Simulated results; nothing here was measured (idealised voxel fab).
A process module follows: voxel ribs on slabs.
Xsec cut, 155 nm wide, square cell size 5 nm.
This document writes a cross-section as a grid whose cells are square, and gives it as bands, listed from the top down; one or more rows of cells form a band. Read a band's entry like this: the first values are the height of its top and the height of its bottom in nm, and what follows is the sequence of materials from left to right, each with its width in nm. Note that "empty" is empty space, and that a single material marked "all across" reaches across the band from edge to edge. Note: height 0 marks the level under which the wafer is uniformly one material as received. Lowest band unbounded below, written "0 -> down". Width spec "30..40" -> top row of cells at first value, bottom row at second value, equal per-row change in between. "remains unaltered" means the step left every cell of the cross-section as it was. In the "Enclosed cavities" entry, you get each enclosed empty space of 8 cells or more, one with no open way to the top, written width x height at distance, distance from the left edge, in nm. Post-settings text on a step line: simulator's own remark regarding the step. "overlay nm" on a masked step: distance the mask lay right of its planned place, negative for left.
plan
1. RECEIVE | material Si
2. DIRECTIONAL_DEP | material SiO2 | thk nm 30
3. DIRECTIONAL_DEP | material polySi | thk nm 15
4. MASKED_ETCH | tone cover | mask id RIB | width nm 20 | etch materials polySi | depth nm 5 | overlay nm 0
5. MASKED_ETCH | tone cover | mask id SLAB | width nm 50 | etch materials polySi | depth nm 10 | overlay nm 0
6. FILL_DEP | material SiO2 | thk nm 25
7. CMP | height nm 60
8. DIRECTIONAL_DEP | material TiN | thk nm 5
9. PATTERN | tone cover | mask id HEATER | material resist | width nm 20 | thk nm 20 | overlay nm 0
10. DIRECTIONAL_ETCH | etch materials TiN | depth nm 5
11. STRIP | etch materials resist
12. CONFORMAL_DEP | material SiO2 | thk nm 10
Across this set of wafers, the varied parameter is the width nm of step 9. Starting conditions are identical for every wafer, and the plan reports the value assigned to the first wafer.
This is how the first of several wafers looked in cross-section when it arrived, which is after step 1
- 0 -> down | Si all across
- Enclosed cavities: none
Below, a row for every wafer. Read it as the end-of-module picture: for each material the wafer shows its cells gained (+) or lost (-) since it was received, and then its closed voids
width nm 20, +414 SiO2, +4 TiN, +24 polySi, Enclosed cavities: none
width nm 25, +414 SiO2, +5 TiN, +24 polySi, Enclosed cavities: none
width nm 30, +414 SiO2, +6 TiN, +24 polySi, Enclosed cavities: none
width nm 35, +414 SiO2, +7 TiN, +24 polySi, Enclosed cavities: none
width nm 40, +414 SiO2, +8 TiN, +24 polySi, Enclosed cavities: none
width nm 45, +414 SiO2, +9 TiN, +24 polySi, Enclosed cavities: none
